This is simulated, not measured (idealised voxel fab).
Module name: voxel self aligned contacts (process module)
Pictured: cross-section cut, 295 nm wide, on a grid of 5 nm square cells.
Just so we're on the same page, the cross-sections are grids of square cells, and they're listed out in bands top to bottom, each band one or more rows deep.
Each band's line starts with the height of the band's top and of its bottom, in nm. Then come its materials from left to right, each with its width in nm. One material with "everywhere" fills the band from edge to edge. "empty" is empty space.
Measure heights from 0. That's the level where, below it, the as-received wafer is all one material. The lowest band is bottomless and extends downward; write it as in "from 0 down".
Per-row width for "30..40": begins at first number (top row of band), ends at second number (bottom row), increment between rows held constant.
Key: "nothing different" - step with no changed cell in the cross-section.
"Enclosed cavity list": empty spaces of 8 cells or more with no open way to the top, each given as width x height at distance, distance from the left edge, all in nm.
Text after the settings on a step's line: the simulator's own remark on that step.
overlay nm: where the mask lay relative to plan, measured to the right, on steps with a mask; negatives go left.
Each pair of cross-sections that follows straddles one process step: the one shows the state before the step, the other the state after it, down to the lowest band that changed and no further. The step in question, and its settings, are given under the pair. Note that a pair is not necessarily a continuation of the pair above it, since pairs can come from different runs of this module on the same starting wafer; it is a continuation only where its entry headed "before" says so.
Before
	from 0 down: Si everywhere
	Enclosed cavity list: none
Sectional Result
	from 5 to 0: SiO2 everywhere
	Below a height of 0, the structure has not been altered.
	Enclosed cavity list: none
The cross-sections above show the structure before and after this step: CONFORMAL_DEP: material SiO2, thk nm 5
before: see preceding pair, after cross-section.
Sectional Result
	from 25 to 5: polySi everywhere
	Below a height of 5, the structure has not been altered.
	Enclosed cavity list: none
The cross-sections above show the structure before and after this step: DIRECTIONAL_DEP: material polySi, thk nm 20
before: see preceding pair, after cross-section.
Sectional Result
	from 50 to 25: SiN everywhere
	Below a height of 25, the structure has not been altered.
	Enclosed cavity list: none
The cross-sections above show the structure before and after this step: DIRECTIONAL_DEP: material SiN, thk nm 25
before: see preceding pair, after cross-section.
Sectional Result
	from 65 to 50: aC everywhere
	Below a height of 50, the structure has not been altered.
	Enclosed cavity list: none
The cross-sections above show the structure before and after this step: DIRECTIONAL_DEP: material aC, thk nm 15
before: see preceding pair, after cross-section.
Sectional Result
	from 95 to 65: 70 nm empty, then 25 nm resist, then 40 nm empty, then 25 nm resist, then 40 nm empty, then 25 nm resist, then 70 nm empty
	Below a height of 65, the structure has not been altered.
	Enclosed cavity list: none
The cross-sections above show the structure before and after this step: PATTERN: tone cover, mask id GATE, material resist, width nm 25, pitch nm 65, thk nm 30, overlay nm 0
before: see preceding pair, after cross-section.
Sectional Result
	from 80 to 65: 70 nm empty, then 25 nm resist, then 40 nm empty, then 25 nm resist, then 40 nm empty, then 25 nm resist, then 70 nm empty
	from 65 to 50: 70 nm empty, then 25 nm aC, then 40 nm empty, then 25 nm aC, then 40 nm empty, then 25 nm aC, then 70 nm empty
	Below a height of 50, the structure has not been altered.
	Enclosed cavity list: none
The cross-sections above show the structure before and after this step: DIRECTIONAL_ETCH: etch materials aC, depth nm 15
before: see preceding pair, after cross-section.
Sectional Result
	from 65 to 50: 70 nm empty, then 25 nm aC, then 40 nm empty, then 25 nm aC, then 40 nm empty, then 25 nm aC, then 70 nm empty
	Below a height of 50, the structure has not been altered.
	Enclosed cavity list: none
The cross-sections above show the structure before and after this step: STRIP: etch materials resist
before: see preceding pair, after cross-section.
Sectional Result
	from 65 to 50: 70 nm empty, then 25 nm aC, then 40 nm empty, then 25 nm aC, then 40 nm empty, then 25 nm aC, then 70 nm empty
	from 50 to 25: 70 nm empty, then 25 nm SiN, then 40 nm empty, then 25 nm SiN, then 40 nm empty, then 25 nm SiN, then 70 nm empty
	Below a height of 25, the structure has not been altered.
	Enclosed cavity list: none
The cross-sections above show the structure before and after this step: DIRECTIONAL_ETCH: etch materials SiN, depth nm 25
before: see preceding pair, after cross-section.
Sectional Result
	from 65 to 50: 70 nm empty, then 25 nm aC, then 40 nm empty, then 25 nm aC, then 40 nm empty, then 25 nm aC, then 70 nm empty
	from 50 to 25: 70 nm empty, then 25 nm SiN, then 40 nm empty, then 25 nm SiN, then 40 nm empty, then 25 nm SiN, then 70 nm empty
	from 25 to 5: 70 nm empty, then 25 nm polySi, then 40 nm empty, then 25 nm polySi, then 40 nm empty, then 25 nm polySi, then 70 nm empty
	Below a height of 5, the structure has not been altered.
	Enclosed cavity list: none
The cross-sections above show the structure before and after this step: DIRECTIONAL_ETCH: etch materials polySi, depth nm 20
before: see preceding pair, after cross-section.
Sectional Result
	from 50 to 25: 70 nm empty, then 25 nm SiN, then 40 nm empty, then 25 nm SiN, then 40 nm empty, then 25 nm SiN, then 70 nm empty
	Below a height of 25, the structure has not been altered.
	Enclosed cavity list: none
The cross-sections above show the structure before and after this step: STRIP: etch materials aC
before: see preceding pair, after cross-section.
Sectional Result
	from 60 to 25: 60 nm empty, then 45 nm SiN, then 20 nm empty, then 45 nm SiN, then 20 nm empty, then 45 nm SiN, then 60 nm empty
	from 25 to 15: 60 nm empty, then 10 nm SiN, then 25 nm polySi, then 10 nm SiN, then 20 nm empty, then 10 nm SiN, then 25 nm polySi, then 10 nm SiN, then 20 nm empty, then 10 nm SiN, then 25 nm polySi, then 10 nm SiN, then 60 nm empty
	from 15 to 5: 70 nm SiN, then 25 nm polySi, then 40 nm SiN, then 25 nm polySi, then 40 nm SiN, then 25 nm polySi, then 70 nm SiN
	Below a height of 5, the structure has not been altered.
	Enclosed cavity list: none
The cross-sections above show the structure before and after this step: CONFORMAL_DEP: material SiN, thk nm 10
before: see preceding pair, after cross-section.
Sectional Result
	from 50 to 25: 60 nm empty, then 45 nm SiN, then 20 nm empty, then 45 nm SiN, then 20 nm empty, then 45 nm SiN, then 60 nm empty
	from 25 to 5: 60 nm empty, then 10 nm SiN, then 25 nm polySi, then 10 nm SiN, then 20 nm empty, then 10 nm SiN, then 25 nm polySi, then 10 nm SiN, then 20 nm empty, then 10 nm SiN, then 25 nm polySi, then 10 nm SiN, then 60 nm empty
	Below a height of 5, the structure has not been altered.
	Enclosed cavity list: none
The cross-sections above show the structure before and after this step: DIRECTIONAL_ETCH: etch materials SiN, depth nm 10
before: see preceding pair, after cross-section.
Sectional Result
	from 65 to 50: SiO2 everywhere
	from 50 to 25: 60 nm SiO2, then 45 nm SiN, then 20 nm SiO2, then 45 nm SiN, then 20 nm SiO2, then 45 nm SiN, then 60 nm SiO2
	from 25 to 5: 60 nm SiO2, then 10 nm SiN, then 25 nm polySi, then 10 nm SiN, then 20 nm SiO2, then 10 nm SiN, then 25 nm polySi, then 10 nm SiN, then 20 nm SiO2, then 10 nm SiN, then 25 nm polySi, then 10 nm SiN, then 60 nm SiO2
	Below a height of 5, the structure has not been altered.
	Enclosed cavity list: none
The cross-sections above show the structure before and after this step: FILL_DEP: material SiO2, thk nm 15
before: see preceding pair, after cross-section.
Sectional Result
	from 60 to 50: SiO2 everywhere
	Below a height of 50, the structure has not been altered.
	Enclosed cavity list: none
The cross-sections above show the structure before and after this step: CMP: height nm 60
before: see preceding pair, after cross-section.
Sectional Result
	from 70 to 60: aC everywhere
	Below a height of 60, the structure has not been altered.
	Enclosed cavity list: none
The cross-sections above show the structure before and after this step: DIRECTIONAL_DEP: material aC, thk nm 10
before: see preceding pair, after cross-section.
Sectional Result
	from 95 to 70: 90 nm resist, then 50 nm empty, then 15 nm resist, then 50 nm empty, then 90 nm resist
	Below a height of 70, the structure has not been altered.
	Enclosed cavity list: none
The cross-sections above show the structure before and after this step: PATTERN: tone open, mask id CONTACT, material resist, width nm 50, pitch nm 65, thk nm 25, overlay nm 0
before: see preceding pair, after cross-section.
Sectional Result
	from 85 to 70: 90 nm resist, then 50 nm empty, then 15 nm resist, then 50 nm empty, then 90 nm resist
	from 70 to 60: 90 nm aC, then 50 nm empty, then 15 nm aC, then 50 nm empty, then 90 nm aC
	Below a height of 60, the structure has not been altered.
	Enclosed cavity list: none
The cross-sections above show the structure before and after this step: DIRECTIONAL_ETCH: etch materials aC, depth nm 10
before: see preceding pair, after cross-section.
Sectional Result
	from 70 to 60: 90 nm aC, then 50 nm empty, then 15 nm aC, then 50 nm empty, then 90 nm aC
	Below a height of 60, the structure has not been altered.
	Enclosed cavity list: none
The cross-sections above show the structure before and after this step: STRIP: etch materials resist
before: see preceding pair, after cross-section.
Sectional Result
	from 70 to 60: 90 nm aC, then 50 nm empty, then 15 nm aC, then 50 nm empty, then 90 nm aC
	from 60 to 50: 90 nm SiO2, then 50 nm empty, then 15 nm SiO2, then 50 nm empty, then 90 nm SiO2
	from 50 to 25: 60 nm SiO2, then 45 nm SiN, then 20 nm empty, then 45 nm SiN, then 20 nm empty, then 45 nm SiN, then 60 nm SiO2
	from 25 to 5: 60 nm SiO2, then 10 nm SiN, then 25 nm polySi, then 10 nm SiN, then 20 nm empty, then 10 nm SiN, then 25 nm polySi, then 10 nm SiN, then 20 nm empty, then 10 nm SiN, then 25 nm polySi, then 10 nm SiN, then 60 nm SiO2
	from 5 to 0: 105 nm SiO2, then 20 nm empty, then 45 nm SiO2, then 20 nm empty, then 105 nm SiO2
	Below a height of 0, the structure has not been altered.
	Enclosed cavity list: none
The cross-sections above show the structure before and after this step: DIRECTIONAL_ETCH: etch materials SiO2, depth nm 60
before: see preceding pair, after cross-section.
Sectional Result
	from 60 to 50: 90 nm SiO2, then 50 nm empty, then 15 nm SiO2, then 50 nm empty, then 90 nm SiO2
	Below a height of 50, the structure has not been altered.
	Enclosed cavity list: none
The cross-sections above show the structure before and after this step: STRIP: etch materials aC
before: see preceding pair, after cross-section.
Sectional Result
	from 65 to 60: 95 nm TiN, then 40 nm empty, then 25 nm TiN, then 40 nm empty, then 95 nm TiN
	from 60 to 50: 90 nm SiO2, then 5..20 nm TiN, then 40..10 nm empty, then 5..20 nm TiN, then 15 nm SiO2, then 5..20 nm TiN, then 40..10 nm empty, then 5..20 nm TiN, then 90 nm SiO2
	from 50 to 25: 60 nm SiO2, then 45 nm SiN, then 5 nm TiN, then 10 nm empty, then 5 nm TiN, then 45 nm SiN, then 5 nm TiN, then 10 nm empty, then 5 nm TiN, then 45 nm SiN, then 60 nm SiO2
	from 25 to 5: 60 nm SiO2, then 10 nm SiN, then 25 nm polySi, then 10 nm SiN, then 5 nm TiN, then 10 nm empty, then 5 nm TiN, then 10 nm SiN, then 25 nm polySi, then 10 nm SiN, then 5 nm TiN, then 10 nm empty, then 5 nm TiN, then 10 nm SiN, then 25 nm polySi, then 10 nm SiN, then 60 nm SiO2
	from 5 to 0: 105 nm SiO2, then 20 nm TiN, then 45 nm SiO2, then 20 nm TiN, then 105 nm SiO2
	Below a height of 0, the structure has not been altered.
	Enclosed cavity list: none
The cross-sections above show the structure before and after this step: CONFORMAL_DEP: material TiN, thk nm 5
before: see preceding pair, after cross-section.
Sectional Result
	from 75 to 65: Ru everywhere
	from 65 to 60: 95 nm TiN, then 40 nm Ru, then 25 nm TiN, then 40 nm Ru, then 95 nm TiN
	from 60 to 50: 90 nm SiO2, then 5..20 nm TiN, then 40..10 nm Ru, then 5..20 nm TiN, then 15 nm SiO2, then 5..20 nm TiN, then 40..10 nm Ru, then 5..20 nm TiN, then 90 nm SiO2
	from 50 to 25: 60 nm SiO2, then 45 nm SiN, then 5 nm TiN, then 10 nm Ru, then 5 nm TiN, then 45 nm SiN, then 5 nm TiN, then 10 nm Ru, then 5 nm TiN, then 45 nm SiN, then 60 nm SiO2
	from 25 to 5: 60 nm SiO2, then 10 nm SiN, then 25 nm polySi, then 10 nm SiN, then 5 nm TiN, then 10 nm Ru, then 5 nm TiN, then 10 nm SiN, then 25 nm polySi, then 10 nm SiN, then 5 nm TiN, then 10 nm Ru, then 5 nm TiN, then 10 nm SiN, then 25 nm polySi, then 10 nm SiN, then 60 nm SiO2
	Below a height of 5, the structure has not been altered.
	Enclosed cavity list: none
The cross-sections above show the structure before and after this step: FILL_DEP: material Ru, thk nm 10
before: see preceding pair, after cross-section.
Sectional Result
	from 60 to 50: 90 nm SiO2, then 5..20 nm TiN, then 40..10 nm Ru, then 5..20 nm TiN, then 15 nm SiO2, then 5..20 nm TiN, then 40..10 nm Ru, then 5..20 nm TiN, then 90 nm SiO2
	Below a height of 50, the structure has not been altered.
	Enclosed cavity list: none
The cross-sections above show the structure before and after this step: CMP: height nm 60
before: see preceding pair, after cross-section.
Sectional Result
	from 65 to 60: SiN everywhere
	Below a height of 60, the structure has not been altered.
	Enclosed cavity list: none
The cross-sections above show the structure before and after this step: CONFORMAL_DEP: material SiN, thk nm 5
Before
	from 0 down: Si everywhere
	Enclosed cavity list: none
Sectional Result
	from 20 to 0: polySi everywhere
	Below a height of 0, the structure has not been altered.
	Enclosed cavity list: none
The cross-sections above show the structure before and after this step: DIRECTIONAL_DEP: material polySi, thk nm 20
before: see preceding pair, after cross-section.
Sectional Result
	from 45 to 20: SiN everywhere
	Below a height of 20, the structure has not been altered.
	Enclosed cavity list: none
The cross-sections above show the structure before and after this step: DIRECTIONAL_DEP: material SiN, thk nm 25
before: see preceding pair, after cross-section.
Sectional Result
	from 60 to 45: aC everywhere
	Below a height of 45, the structure has not been altered.
	Enclosed cavity list: none
The cross-sections above show the structure before and after this step: DIRECTIONAL_DEP: material aC, thk nm 15
before: see preceding pair, after cross-section.
Sectional Result
	from 90 to 60: 70 nm empty, then 25 nm resist, then 40 nm empty, then 25 nm resist, then 40 nm empty, then 25 nm resist, then 70 nm empty
	Below a height of 60, the structure has not been altered.
	Enclosed cavity list: none
The cross-sections above show the structure before and after this step: PATTERN: tone cover, mask id GATE, material resist, width nm 25, pitch nm 65, thk nm 30, overlay nm 0
before: see preceding pair, after cross-section.
Sectional Result
	from 75 to 60: 70 nm empty, then 25 nm resist, then 40 nm empty, then 25 nm resist, then 40 nm empty, then 25 nm resist, then 70 nm empty
	from 60 to 45: 70 nm empty, then 25 nm aC, then 40 nm empty, then 25 nm aC, then 40 nm empty, then 25 nm aC, then 70 nm empty
	Below a height of 45, the structure has not been altered.
	Enclosed cavity list: none
The cross-sections above show the structure before and after this step: DIRECTIONAL_ETCH: etch materials aC, depth nm 15
before: see preceding pair, after cross-section.
Sectional Result
	from 60 to 45: 70 nm empty, then 25 nm aC, then 40 nm empty, then 25 nm aC, then 40 nm empty, then 25 nm aC, then 70 nm empty
	Below a height of 45, the structure has not been altered.
	Enclosed cavity list: none
The cross-sections above show the structure before and after this step: STRIP: etch materials resist
before: see preceding pair, after cross-section.
Sectional Result
	from 60 to 45: 70 nm empty, then 25 nm aC, then 40 nm empty, then 25 nm aC, then 40 nm empty, then 25 nm aC, then 70 nm empty
	from 45 to 20: 70 nm empty, then 25 nm SiN, then 40 nm empty, then 25 nm SiN, then 40 nm empty, then 25 nm SiN, then 70 nm empty
	Below a height of 20, the structure has not been altered.
	Enclosed cavity list: none
The cross-sections above show the structure before and after this step: DIRECTIONAL_ETCH: etch materials SiN, depth nm 25
before: see preceding pair, after cross-section.
Sectional Result
	from 60 to 45: 70 nm empty, then 25 nm aC, then 40 nm empty, then 25 nm aC, then 40 nm empty, then 25 nm aC, then 70 nm empty
	from 45 to 20: 70 nm empty, then 25 nm SiN, then 40 nm empty, then 25 nm SiN, then 40 nm empty, then 25 nm SiN, then 70 nm empty
	from 20 to 0: 70 nm empty, then 25 nm polySi, then 40 nm empty, then 25 nm polySi, then 40 nm empty, then 25 nm polySi, then 70 nm empty
	Below a height of 0, the structure has not been altered.
	Enclosed cavity list: none
The cross-sections above show the structure before and after this step: DIRECTIONAL_ETCH: etch materials polySi, depth nm 20
before: see preceding pair, after cross-section.
Sectional Result
	from 45 to 20: 70 nm empty, then 25 nm SiN, then 40 nm empty, then 25 nm SiN, then 40 nm empty, then 25 nm SiN, then 70 nm empty
	Below a height of 20, the structure has not been altered.
	Enclosed cavity list: none
The cross-sections above show the structure before and after this step: STRIP: etch materials aC
before: see preceding pair, after cross-section.
Sectional Result
	from 55 to 20: 60 nm empty, then 45 nm SiN, then 20 nm empty, then 45 nm SiN, then 20 nm empty, then 45 nm SiN, then 60 nm empty
	from 20 to 10: 60 nm empty, then 10 nm SiN, then 25 nm polySi, then 10 nm SiN, then 20 nm empty, then 10 nm SiN, then 25 nm polySi, then 10 nm SiN, then 20 nm empty, then 10 nm SiN, then 25 nm polySi, then 10 nm SiN, then 60 nm empty
	from 10 to 0: 70 nm SiN, then 25 nm polySi, then 40 nm SiN, then 25 nm polySi, then 40 nm SiN, then 25 nm polySi, then 70 nm SiN
	Below a height of 0, the structure has not been altered.
	Enclosed cavity list: none
The cross-sections above show the structure before and after this step: CONFORMAL_DEP: material SiN, thk nm 10
before: see preceding pair, after cross-section.
Sectional Result
	from 45 to 20: 60 nm empty, then 45 nm SiN, then 20 nm empty, then 45 nm SiN, then 20 nm empty, then 45 nm SiN, then 60 nm empty
	from 20 to 0: 60 nm empty, then 10 nm SiN, then 25 nm polySi, then 10 nm SiN, then 20 nm empty, then 10 nm SiN, then 25 nm polySi, then 10 nm SiN, then 20 nm empty, then 10 nm SiN, then 25 nm polySi, then 10 nm SiN, then 60 nm empty
	Below a height of 0, the structure has not been altered.
	Enclosed cavity list: none
The cross-sections above show the structure before and after this step: DIRECTIONAL_ETCH: etch materials SiN, depth nm 10
before: see preceding pair, after cross-section.
Sectional Result
	from 60 to 45: SiO2 everywhere
	from 45 to 20: 60 nm SiO2, then 45 nm SiN, then 20 nm SiO2, then 45 nm SiN, then 20 nm SiO2, then 45 nm SiN, then 60 nm SiO2
	from 20 to 0: 60 nm SiO2, then 10 nm SiN, then 25 nm polySi, then 10 nm SiN, then 20 nm SiO2, then 10 nm SiN, then 25 nm polySi, then 10 nm SiN, then 20 nm SiO2, then 10 nm SiN, then 25 nm polySi, then 10 nm SiN, then 60 nm SiO2
	Below a height of 0, the structure has not been altered.
	Enclosed cavity list: none
The cross-sections above show the structure before and after this step: FILL_DEP: material SiO2, thk nm 15
before: see preceding pair, after cross-section.
Sectional Result
	from 70 to 60: aC everywhere
	Below a height of 60, the structure has not been altered.
	Enclosed cavity list: none
The cross-sections above show the structure before and after this step: DIRECTIONAL_DEP: material aC, thk nm 10
before: see preceding pair, after cross-section.
Sectional Result
	from 95 to 70: 90 nm resist, then 50 nm empty, then 15 nm resist, then 50 nm empty, then 90 nm resist
	Below a height of 70, the structure has not been altered.
	Enclosed cavity list: none
The cross-sections above show the structure before and after this step: PATTERN: tone open, mask id CONTACT, material resist, width nm 50, pitch nm 65, thk nm 25, overlay nm 0
before: see preceding pair, after cross-section.
Sectional Result
	from 85 to 70: 90 nm resist, then 50 nm empty, then 15 nm resist, then 50 nm empty, then 90 nm resist
	from 70 to 60: 90 nm aC, then 50 nm empty, then 15 nm aC, then 50 nm empty, then 90 nm aC
	Below a height of 60, the structure has not been altered.
	Enclosed cavity list: none
The cross-sections above show the structure before and after this step: DIRECTIONAL_ETCH: etch materials aC, depth nm 10
before: see preceding pair, after cross-section.
Sectional Result
	from 70 to 60: 90 nm aC, then 50 nm empty, then 15 nm aC, then 50 nm empty, then 90 nm aC
	Below a height of 60, the structure has not been altered.
	Enclosed cavity list: none
The cross-sections above show the structure before and after this step: STRIP: etch materials resist
before: see preceding pair, after cross-section.
Sectional Result
	from 70 to 60: 90 nm aC, then 50 nm empty, then 15 nm aC, then 50 nm empty, then 90 nm aC
	from 60 to 45: 90 nm SiO2, then 50 nm empty, then 15 nm SiO2, then 50 nm empty, then 90 nm SiO2
	from 45 to 20: 60 nm SiO2, then 45 nm SiN, then 20 nm empty, then 45 nm SiN, then 20 nm empty, then 45 nm SiN, then 60 nm SiO2
	from 20 to 0: 60 nm SiO2, then 10 nm SiN, then 25 nm polySi, then 10 nm SiN, then 20 nm empty, then 10 nm SiN, then 25 nm polySi, then 10 nm SiN, then 20 nm empty, then 10 nm SiN, then 25 nm polySi, then 10 nm SiN, then 60 nm SiO2
	Below a height of 0, the structure has not been altered.
	Enclosed cavity list: none
The cross-sections above show the structure before and after this step: DIRECTIONAL_ETCH: etch materials SiO2, depth nm 60
before: see preceding pair, after cross-section.
Sectional Result
	from 60 to 45: 90 nm SiO2, then 50 nm empty, then 15 nm SiO2, then 50 nm empty, then 90 nm SiO2
	Below a height of 45, the structure has not been altered.
	Enclosed cavity list: none
The cross-sections above show the structure before and after this step: STRIP: etch materials aC
before: see preceding pair, after cross-section.
Sectional Result
	from 65 to 60: 95 nm TiN, then 40 nm empty, then 25 nm TiN, then 40 nm empty, then 95 nm TiN
	from 60 to 50: 90 nm SiO2, then 5 nm TiN, then 40 nm empty, then 5 nm TiN, then 15 nm SiO2, then 5 nm TiN, then 40 nm empty, then 5 nm TiN, then 90 nm SiO2
	from 50 to 45: 90 nm SiO2, then 20 nm TiN, then 10 nm empty, then 20 nm TiN, then 15 nm SiO2, then 20 nm TiN, then 10 nm empty, then 20 nm TiN, then 90 nm SiO2
	from 45 to 20: 60 nm SiO2, then 45 nm SiN, then 5 nm TiN, then 10 nm empty, then 5 nm TiN, then 45 nm SiN, then 5 nm TiN, then 10 nm empty, then 5 nm TiN, then 45 nm SiN, then 60 nm SiO2
	from 20 to 5: 60 nm SiO2, then 10 nm SiN, then 25 nm polySi, then 10 nm SiN, then 5 nm TiN, then 10 nm empty, then 5 nm TiN, then 10 nm SiN, then 25 nm polySi, then 10 nm SiN, then 5 nm TiN, then 10 nm empty, then 5 nm TiN, then 10 nm SiN, then 25 nm polySi, then 10 nm SiN, then 60 nm SiO2
	from 5 to 0: 60 nm SiO2, then 10 nm SiN, then 25 nm polySi, then 10 nm SiN, then 20 nm TiN, then 10 nm SiN, then 25 nm polySi, then 10 nm SiN, then 20 nm TiN, then 10 nm SiN, then 25 nm polySi, then 10 nm SiN, then 60 nm SiO2
	Below a height of 0, the structure has not been altered.
	Enclosed cavity list: none
The cross-sections above show the structure before and after this step: CONFORMAL_DEP: material TiN, thk nm 5
before: see preceding pair, after cross-section.
Sectional Result
	from 75 to 65: Ru everywhere
	from 65 to 60: 95 nm TiN, then 40 nm Ru, then 25 nm TiN, then 40 nm Ru, then 95 nm TiN
	from 60 to 50: 90 nm SiO2, then 5 nm TiN, then 40 nm Ru, then 5 nm TiN, then 15 nm SiO2, then 5 nm TiN, then 40 nm Ru, then 5 nm TiN, then 90 nm SiO2
	from 50 to 45: 90 nm SiO2, then 20 nm TiN, then 10 nm Ru, then 20 nm TiN, then 15 nm SiO2, then 20 nm TiN, then 10 nm Ru, then 20 nm TiN, then 90 nm SiO2
	from 45 to 20: 60 nm SiO2, then 45 nm SiN, then 5 nm TiN, then 10 nm Ru, then 5 nm TiN, then 45 nm SiN, then 5 nm TiN, then 10 nm Ru, then 5 nm TiN, then 45 nm SiN, then 60 nm SiO2
	from 20 to 5: 60 nm SiO2, then 10 nm SiN, then 25 nm polySi, then 10 nm SiN, then 5 nm TiN, then 10 nm Ru, then 5 nm TiN, then 10 nm SiN, then 25 nm polySi, then 10 nm SiN, then 5 nm TiN, then 10 nm Ru, then 5 nm TiN, then 10 nm SiN, then 25 nm polySi, then 10 nm SiN, then 60 nm SiO2
	Below a height of 5, the structure has not been altered.
	Enclosed cavity list: none
The cross-sections above show the structure before and after this step: FILL_DEP: material Ru, thk nm 10
before: see preceding pair, after cross-section.
Sectional Result
	from 60 to 50: 90 nm SiO2, then 5 nm TiN, then 40 nm Ru, then 5 nm TiN, then 15 nm SiO2, then 5 nm TiN, then 40 nm Ru, then 5 nm TiN, then 90 nm SiO2
	Below a height of 50, the structure has not been altered.
	Enclosed cavity list: none
The cross-sections above show the structure before and after this step: CMP: height nm 60
before: see preceding pair, after cross-section.
Sectional Result
	from 65 to 60: SiN everywhere
	Below a height of 60, the structure has not been altered.
	Enclosed cavity list: none
The cross-sections above show the structure before and after this step: CONFORMAL_DEP: material SiN, thk nm 5
Before
	from 25 to 5: polySi everywhere
	from 5 to 0: SiO2 everywhere
	from 0 down: Si everywhere
	Enclosed cavity list: none
Sectional Result
	from 45 to 5: polySi everywhere
	Below a height of 5, the structure has not been altered.
	Enclosed cavity list: none
The cross-sections above show the structure before and after this step: DIRECTIONAL_DEP: material polySi, thk nm 20
before: see preceding pair, after cross-section.
Sectional Result
	from 70 to 45: SiN everywhere
	Below a height of 45, the structure has not been altered.
	Enclosed cavity list: none
The cross-sections above show the structure before and after this step: DIRECTIONAL_DEP: material SiN, thk nm 25
before: see preceding pair, after cross-section.
Sectional Result
	from 85 to 70: aC everywhere
	Below a height of 70, the structure has not been altered.
	Enclosed cavity list: none
The cross-sections above show the structure before and after this step: DIRECTIONAL_DEP: material aC, thk nm 15
before: see preceding pair, after cross-section.
Sectional Result
	from 115 to 85: 70 nm empty, then 25 nm resist, then 40 nm empty, then 25 nm resist, then 40 nm empty, then 25 nm resist, then 70 nm empty
	Below a height of 85, the structure has not been altered.
	Enclosed cavity list: none
The cross-sections above show the structure before and after this step: PATTERN: tone cover, mask id GATE, material resist, width nm 25, pitch nm 65, thk nm 30, overlay nm 0
before: see preceding pair, after cross-section.
Sectional Result
	from 100 to 85: 70 nm empty, then 25 nm resist, then 40 nm empty, then 25 nm resist, then 40 nm empty, then 25 nm resist, then 70 nm empty
	from 85 to 70: 70 nm empty, then 25 nm aC, then 40 nm empty, then 25 nm aC, then 40 nm empty, then 25 nm aC, then 70 nm empty
	Below a height of 70, the structure has not been altered.
	Enclosed cavity list: none
The cross-sections above show the structure before and after this step: DIRECTIONAL_ETCH: etch materials aC, depth nm 15
before: see preceding pair, after cross-section.
Sectional Result
	from 85 to 70: 70 nm empty, then 25 nm aC, then 40 nm empty, then 25 nm aC, then 40 nm empty, then 25 nm aC, then 70 nm empty
	Below a height of 70, the structure has not been altered.
	Enclosed cavity list: none
The cross-sections above show the structure before and after this step: STRIP: etch materials resist
before: see preceding pair, after cross-section.
Sectional Result
	from 85 to 70: 70 nm empty, then 25 nm aC, then 40 nm empty, then 25 nm aC, then 40 nm empty, then 25 nm aC, then 70 nm empty
	from 70 to 45: 70 nm empty, then 25 nm SiN, then 40 nm empty, then 25 nm SiN, then 40 nm empty, then 25 nm SiN, then 70 nm empty
	Below a height of 45, the structure has not been altered.
	Enclosed cavity list: none
The cross-sections above show the structure before and after this step: DIRECTIONAL_ETCH: etch materials SiN, depth nm 25
before: see preceding pair, after cross-section.
Sectional Result
	from 85 to 70: 70 nm empty, then 25 nm aC, then 40 nm empty, then 25 nm aC, then 40 nm empty, then 25 nm aC, then 70 nm empty
	from 70 to 45: 70 nm empty, then 25 nm SiN, then 40 nm empty, then 25 nm SiN, then 40 nm empty, then 25 nm SiN, then 70 nm empty
	from 45 to 25: 70 nm empty, then 25 nm polySi, then 40 nm empty, then 25 nm polySi, then 40 nm empty, then 25 nm polySi, then 70 nm empty
	Below a height of 25, the structure has not been altered.
	Enclosed cavity list: none
The cross-sections above show the structure before and after this step: DIRECTIONAL_ETCH: etch materials polySi, depth nm 20
before: see preceding pair, after cross-section.
Sectional Result
	from 70 to 45: 70 nm empty, then 25 nm SiN, then 40 nm empty, then 25 nm SiN, then 40 nm empty, then 25 nm SiN, then 70 nm empty
	Below a height of 45, the structure has not been altered.
	Enclosed cavity list: none
The cross-sections above show the structure before and after this step: STRIP: etch materials aC
before: see preceding pair, after cross-section.
Sectional Result
	from 80 to 45: 60 nm empty, then 45 nm SiN, then 20 nm empty, then 45 nm SiN, then 20 nm empty, then 45 nm SiN, then 60 nm empty
	from 45 to 35: 60 nm empty, then 10 nm SiN, then 25 nm polySi, then 10 nm SiN, then 20 nm empty, then 10 nm SiN, then 25 nm polySi, then 10 nm SiN, then 20 nm empty, then 10 nm SiN, then 25 nm polySi, then 10 nm SiN, then 60 nm empty
	from 35 to 25: 70 nm SiN, then 25 nm polySi, then 40 nm SiN, then 25 nm polySi, then 40 nm SiN, then 25 nm polySi, then 70 nm SiN
	Below a height of 25, the structure has not been altered.
	Enclosed cavity list: none
The cross-sections above show the structure before and after this step: CONFORMAL_DEP: material SiN, thk nm 10
before: see preceding pair, after cross-section.
Sectional Result
	from 70 to 45: 60 nm empty, then 45 nm SiN, then 20 nm empty, then 45 nm SiN, then 20 nm empty, then 45 nm SiN, then 60 nm empty
	from 45 to 25: 60 nm empty, then 10 nm SiN, then 25 nm polySi, then 10 nm SiN, then 20 nm empty, then 10 nm SiN, then 25 nm polySi, then 10 nm SiN, then 20 nm empty, then 10 nm SiN, then 25 nm polySi, then 10 nm SiN, then 60 nm empty
	Below a height of 25, the structure has not been altered.
	Enclosed cavity list: none
The cross-sections above show the structure before and after this step: DIRECTIONAL_ETCH: etch materials SiN, depth nm 10
before: see preceding pair, after cross-section.
Sectional Result
	from 85 to 70: SiO2 everywhere
	from 70 to 45: 60 nm SiO2, then 45 nm SiN, then 20 nm SiO2, then 45 nm SiN, then 20 nm SiO2, then 45 nm SiN, then 60 nm SiO2
	from 45 to 25: 60 nm SiO2, then 10 nm SiN, then 25 nm polySi, then 10 nm SiN, then 20 nm SiO2, then 10 nm SiN, then 25 nm polySi, then 10 nm SiN, then 20 nm SiO2, then 10 nm SiN, then 25 nm polySi, then 10 nm SiN, then 60 nm SiO2
	Below a height of 25, the structure has not been altered.
	Enclosed cavity list: none
The cross-sections above show the structure before and after this step: FILL_DEP: material SiO2, thk nm 15
before: see preceding pair, after cross-section.
Sectional Result
	from 60 to 45: 60 nm SiO2, then 45 nm SiN, then 20 nm SiO2, then 45 nm SiN, then 20 nm SiO2, then 45 nm SiN, then 60 nm SiO2
	Below a height of 45, the structure has not been altered.
	Enclosed cavity list: none
The cross-sections above show the structure before and after this step: CMP: height nm 60
before: see preceding pair, after cross-section.
Sectional Result
	from 70 to 60: aC everywhere
	Below a height of 60, the structure has not been altered.
	Enclosed cavity list: none
The cross-sections above show the structure before and after this step: DIRECTIONAL_DEP: material aC, thk nm 10
before: see preceding pair, after cross-section.
Sectional Result
	from 95 to 70: 90 nm resist, then 50 nm empty, then 15 nm resist, then 50 nm empty, then 90 nm resist
	Below a height of 70, the structure has not been altered.
	Enclosed cavity list: none
The cross-sections above show the structure before and after this step: PATTERN: tone open, mask id CONTACT, material resist, width nm 50, pitch nm 65, thk nm 25, overlay nm 0
